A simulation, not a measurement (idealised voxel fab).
The process module presented herein is designated voxel plated lines.
For reference, the cross-section in this document is cut, with width 245 nm and square cells of 5 nm.
Cross-section format: a grid of square cells, given as bands from top to bottom; each band is one or more rows of cells.
For a band, the entry starts with two heights in nm, that of the top and then that of the bottom, and carries on with the band's materials in order from left to right, each alongside its width in nm; the word "throughout" beside a single material means it fills the band edge to edge, and "empty" means empty space.
Ref level 0: as-received wafer is one material below here. Bottom band extends down with no lower bound ("0 and below").
The expression "30 to 40" gives the width at the extremes of the band, the first number at its top row of cells and the second at its bottom row, with the width changing by equal amounts from each row to the next in between.
"no alterations made" for a step: no cell of the cross-section changed in that step.
Entry "Tabulated closed voids" = empty spaces >= 8 cells with no open way to the top; each as width x height at distance, distance from left edge, all nm.
What comes after the settings on a step's line is commentary from the simulator itself on that step.
On any step carrying a mask, the "overlay nm" setting, if present on the step's line, tells how far right of its planned place the mask lay; negative values point to the left.

## The steps planned for the process are as follows
step 1: RECEIVE | material Si
step 2: CONFORMAL_DEP | material SiO2 | thk nm 5
step 3: DIRECTIONAL_DEP | material TiN | thk nm 5
step 4: PATTERN | tone open | mask id LINES | material resist | width nm 20 | pitch nm 35 | thk nm 40 | overlay nm 0
step 5: EPI | material Ru | thk nm 5
step 6: EPI | material Ru | thk nm 5
step 7: EPI | material Ru | thk nm 5
step 8: STRIP | etch materials resist
step 9: DIRECTIONAL_ETCH | etch materials TiN | depth nm 5
step 10: CONFORMAL_DEP | material SiCN | thk nm 10

## Of two wafers, the first: run according to plan

## This is the cross-section of the wafer as we received it, i.e. after step 1
> 0 and below  Si throughout
> Tabulated closed voids: none

## Wafer section view after processing step 2
> 5 down to 0  SiO2 throughout
> For the remainder of the cross-section, below 0, there is no change.

## Wafer section view after processing step 3
> 10 down to 5  TiN throughout
> For the remainder of the cross-section, below 5, there is no change.

## Wafer section view after processing step 4
> 50 down to 10  resist 75 nm; empty 20 nm; resist 15 nm; empty 20 nm; resist 15 nm; empty 20 nm; resist 80 nm
> For the remainder of the cross-section, below 10, there is no change.

## Wafer section view after processing step 5
> 50 down to 15  resist 75 nm; empty 20 nm; resist 15 nm; empty 20 nm; resist 15 nm; empty 20 nm; resist 80 nm
> 15 down to 10  resist 75 nm; Ru 20 nm; resist 15 nm; Ru 20 nm; resist 15 nm; Ru 20 nm; resist 80 nm
> For the remainder of the cross-section, below 10, there is no change.

## Wafer section view after processing step 6
> 50 down to 20  resist 75 nm; empty 20 nm; resist 15 nm; empty 20 nm; resist 15 nm; empty 20 nm; resist 80 nm
> 20 down to 10  resist 75 nm; Ru 20 nm; resist 15 nm; Ru 20 nm; resist 15 nm; Ru 20 nm; resist 80 nm
> For the remainder of the cross-section, below 10, there is no change.

## Wafer section view after processing step 7
> 50 down to 25  resist 75 nm; empty 20 nm; resist 15 nm; empty 20 nm; resist 15 nm; empty 20 nm; resist 80 nm
> 25 down to 10  resist 75 nm; Ru 20 nm; resist 15 nm; Ru 20 nm; resist 15 nm; Ru 20 nm; resist 80 nm
> For the remainder of the cross-section, below 10, there is no change.

## Wafer section view after processing step 8
> 25 down to 10  empty 75 nm; Ru 20 nm; empty 15 nm; Ru 20 nm; empty 15 nm; Ru 20 nm; empty 80 nm
> For the remainder of the cross-section, below 10, there is no change.

## Wafer section view after processing step 9
> 25 down to 10  empty 75 nm; Ru 20 nm; empty 15 nm; Ru 20 nm; empty 15 nm; Ru 20 nm; empty 80 nm
> 10 down to 5  empty 75 nm; TiN 20 nm; empty 15 nm; TiN 20 nm; empty 15 nm; TiN 20 nm; empty 80 nm
> For the remainder of the cross-section, below 5, there is no change.

## Wafer section view after processing step 10
> 35 down to 25  empty 65 nm; SiCN 110 nm; empty 70 nm
> 25 down to 15  empty 65 nm; SiCN 10 nm; Ru 20 nm; SiCN 15 nm; Ru 20 nm; SiCN 15 nm; Ru 20 nm; SiCN 10 nm; empty 70 nm
> 15 down to 10  SiCN 75 nm; Ru 20 nm; SiCN 15 nm; Ru 20 nm; SiCN 15 nm; Ru 20 nm; SiCN 80 nm
> 10 down to 5  SiCN 75 nm; TiN 20 nm; SiCN 15 nm; TiN 20 nm; SiCN 15 nm; TiN 20 nm; SiCN 80 nm
> For the remainder of the cross-section, below 5, there is no change.

## The second wafer: identical to the first at the outset and in its planned sequence, differing only in that one mistake was made during processing; up to and including step 3, its path is the first wafer's path

## Here is the second wafer in cross-section at the point where step 4 of the plan should have been done
> 50 down to 10  resist 80 nm; empty 15 nm; resist 20 nm; empty 15 nm; resist 20 nm; empty 15 nm; resist 80 nm
> For the remainder of the cross-section, below 10, there is no change.

## Here is the second wafer in cross-section at the point where step 5 of the plan should have been done
> 50 down to 15  resist 80 nm; empty 15 nm; resist 20 nm; empty 15 nm; resist 20 nm; empty 15 nm; resist 80 nm
> 15 down to 10  resist 80 nm; Ru 15 nm; resist 20 nm; Ru 15 nm; resist 20 nm; Ru 15 nm; resist 80 nm
> For the remainder of the cross-section, below 10, there is no change.

## Here is the second wafer in cross-section at the point where step 6 of the plan should have been done
> 50 down to 20  resist 80 nm; empty 15 nm; resist 20 nm; empty 15 nm; resist 20 nm; empty 15 nm; resist 80 nm
> 20 down to 10  resist 80 nm; Ru 15 nm; resist 20 nm; Ru 15 nm; resist 20 nm; Ru 15 nm; resist 80 nm
> For the remainder of the cross-section, below 10, there is no change.

## Here is the second wafer in cross-section at the point where step 7 of the plan should have been done
> 50 down to 25  resist 80 nm; empty 15 nm; resist 20 nm; empty 15 nm; resist 20 nm; empty 15 nm; resist 80 nm
> 25 down to 10  resist 80 nm; Ru 15 nm; resist 20 nm; Ru 15 nm; resist 20 nm; Ru 15 nm; resist 80 nm
> For the remainder of the cross-section, below 10, there is no change.

## Here is the second wafer in cross-section at the point where step 8 of the plan should have been done
> 25 down to 10  empty 80 nm; Ru 15 nm; empty 20 nm; Ru 15 nm; empty 20 nm; Ru 15 nm; empty 80 nm
> For the remainder of the cross-section, below 10, there is no change.

## Here is the second wafer in cross-section at the point where step 9 of the plan should have been done
> 25 down to 10  empty 80 nm; Ru 15 nm; empty 20 nm; Ru 15 nm; empty 20 nm; Ru 15 nm; empty 80 nm
> 10 down to 5  empty 80 nm; TiN 15 nm; empty 20 nm; TiN 15 nm; empty 20 nm; TiN 15 nm; empty 80 nm
> For the remainder of the cross-section, below 5, there is no change.

## Here is the second wafer in cross-section at the point where step 10 of the plan should have been done
> 35 down to 25  empty 70 nm; SiCN 105 nm; empty 70 nm
> 25 down to 15  empty 70 nm; SiCN 10 nm; Ru 15 nm; SiCN 20 nm; Ru 15 nm; SiCN 20 nm; Ru 15 nm; SiCN 10 nm; empty 70 nm
> 15 down to 10  SiCN 80 nm; Ru 15 nm; SiCN 20 nm; Ru 15 nm; SiCN 20 nm; Ru 15 nm; SiCN 80 nm
> 10 down to 5  SiCN 80 nm; TiN 15 nm; SiCN 20 nm; TiN 15 nm; SiCN 20 nm; TiN 15 nm; SiCN 80 nm
> For the remainder of the cross-section, below 5, there is no change.
what went wrong: step 4 was not run as planned; what actually ran was PATTERN | tone open | mask id LINES | material resist | width nm 15 | pitch nm 35 | thk nm 40 | overlay nm 0
Final wafer comparison in cells, second versus first, more or fewer per material: Ru -9, SiCN +8, TiN -3
